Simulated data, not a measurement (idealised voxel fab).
process module | voxel lift off
Pictured: cross-section cut, 195 nm wide, on a grid of 5 nm square cells.
For the purposes of this document, a cross-section shall be understood as a grid of square cells, specified as bands listed in top-to-bottom order, each band consisting of one or more rows of cells. In this notation a band is specified by the heights of its top and bottom, in that order and in nm, after which its materials appear from left to right, each paired with its width in nm. The word "throughout" attached to a single material means that material fills the band from edge to edge; the word "empty" stands for empty space. For the purposes of this specification, 0 denotes the height below which the wafer in its as-received condition is composed wholly of one material, and the lowermost band, lacking a lower limit, extends downward without end, as expressed in "top 0, no bottom". Read "30->40" as a graded width: first number on top, second number at the bottom, same change between each pair of neighbouring rows. For the purposes of this document, the phrase "nothing different" attached to a step denotes that no cell within the cross-section was modified by that step. "Closed void entries" - sealed voids, min. 8 cells, no opening to top; format: width x height at distance (distance from left edge; nm throughout). Text after the settings on a step's line: the simulator's own remark on that step. overlay nm: how far to the right of its planned place the mask lay on this masked step (negative: to the left).

### Process steps (planned)
1,RECEIVE | material Si
2,CONFORMAL_DEP | material Al2O3 | thk nm 15
3,PATTERN | tone open | mask id LINES | material resist | width nm 15 | pitch nm 45 | thk nm 30 | overlay nm 0
4,DIRECTIONAL_DEP | material Ru | thk nm 15
5,STRIP | etch materials resist
6,CONFORMAL_DEP | material SiN | thk nm 5

### Concerning the first of two wafers, which was run in accordance with the plan

### Wafer cross-section on receipt, i.e. after step 1
- top 0, no bottom | Si throughout
- Closed void entries: none

### You're looking at a cross-section of the wafer after step 2
- top 15, bottom 0 | Al2O3 throughout
- Under 0: no change, same as before.

### You're looking at a cross-section of the wafer after step 3
- top 45, bottom 15 | resist: 20 / empty: 15 / resist: 30 / empty: 15 / resist: 30 / empty: 15 / resist: 30 / empty: 15 / resist: 25
- Under 15: no change, same as before.

### You're looking at a cross-section of the wafer after step 4
- top 60, bottom 45 | Ru: 20 / empty: 15 / Ru: 30 / empty: 15 / Ru: 30 / empty: 15 / Ru: 30 / empty: 15 / Ru: 25
- top 45, bottom 30 | resist: 20 / empty: 15 / resist: 30 / empty: 15 / resist: 30 / empty: 15 / resist: 30 / empty: 15 / resist: 25
- top 30, bottom 15 | resist: 20 / Ru: 15 / resist: 30 / Ru: 15 / resist: 30 / Ru: 15 / resist: 30 / Ru: 15 / resist: 25
- Under 15: no change, same as before.

### You're looking at a cross-section of the wafer after step 5
- top 30, bottom 15 | empty: 20 / Ru: 15 / empty: 30 / Ru: 15 / empty: 30 / Ru: 15 / empty: 30 / Ru: 15 / empty: 25
- Under 15: no change, same as before.

### You're looking at a cross-section of the wafer after step 6
- top 35, bottom 30 | empty: 15 / SiN: 25 / empty: 20 / SiN: 25 / empty: 20 / SiN: 25 / empty: 20 / SiN: 25 / empty: 20
- top 30, bottom 20 | empty: 15 / SiN: 5 / Ru: 15 / SiN: 5 / empty: 20 / SiN: 5 / Ru: 15 / SiN: 5 / empty: 20 / SiN: 5 / Ru: 15 / SiN: 5 / empty: 20 / SiN: 5 / Ru: 15 / SiN: 5 / empty: 20
- top 20, bottom 15 | SiN: 20 / Ru: 15 / SiN: 30 / Ru: 15 / SiN: 30 / Ru: 15 / SiN: 30 / Ru: 15 / SiN: 25
- Under 15: no change, same as before.

### Wafer two: like wafer one in start and plan, but with one mistake in execution; identical up to and including step 2

### Cross-section, second wafer, at the end time the plan gives for step 3
- top 45, bottom 15 | resist: 20 / empty: 20 / resist: 25 / empty: 20 / resist: 25 / empty: 20 / resist: 25 / empty: 20 / resist: 20
- Under 15: no change, same as before.

### Cross-section, second wafer, at the end time the plan gives for step 4
- top 60, bottom 45 | Ru: 20 / empty: 20 / Ru: 25 / empty: 20 / Ru: 25 / empty: 20 / Ru: 25 / empty: 20 / Ru: 20
- top 45, bottom 30 | resist: 20 / empty: 20 / resist: 25 / empty: 20 / resist: 25 / empty: 20 / resist: 25 / empty: 20 / resist: 20
- top 30, bottom 15 | resist: 20 / Ru: 20 / resist: 25 / Ru: 20 / resist: 25 / Ru: 20 / resist: 25 / Ru: 20 / resist: 20
- Under 15: no change, same as before.

### Cross-section, second wafer, at the end time the plan gives for step 5
- top 30, bottom 15 | empty: 20 / Ru: 20 / empty: 25 / Ru: 20 / empty: 25 / Ru: 20 / empty: 25 / Ru: 20 / empty: 20
- Under 15: no change, same as before.

### Cross-section, second wafer, at the end time the plan gives for step 6
- top 35, bottom 30 | empty: 15 / SiN: 30 / empty: 15 / SiN: 30 / empty: 15 / SiN: 30 / empty: 15 / SiN: 30 / empty: 15
- top 30, bottom 20 | empty: 15 / SiN: 5 / Ru: 20 / SiN: 5 / empty: 15 / SiN: 5 / Ru: 20 / SiN: 5 / empty: 15 / SiN: 5 / Ru: 20 / SiN: 5 / empty: 15 / SiN: 5 / Ru: 20 / SiN: 5 / empty: 15
- top 20, bottom 15 | SiN: 20 / Ru: 20 / SiN: 25 / Ru: 20 / SiN: 25 / Ru: 20 / SiN: 25 / Ru: 20 / SiN: 20
- Under 15: no change, same as before.
The mistake made against the process plan was this: step 3 was processed under conditions differing from the plan, specifically as PATTERN | tone open | mask id LINES | material resist | width nm 20 | pitch nm 45 | thk nm 30 | overlay nm 0
Heads up, by the end the second wafer has more or fewer cells of some materials compared to the first: Ru: 12 more
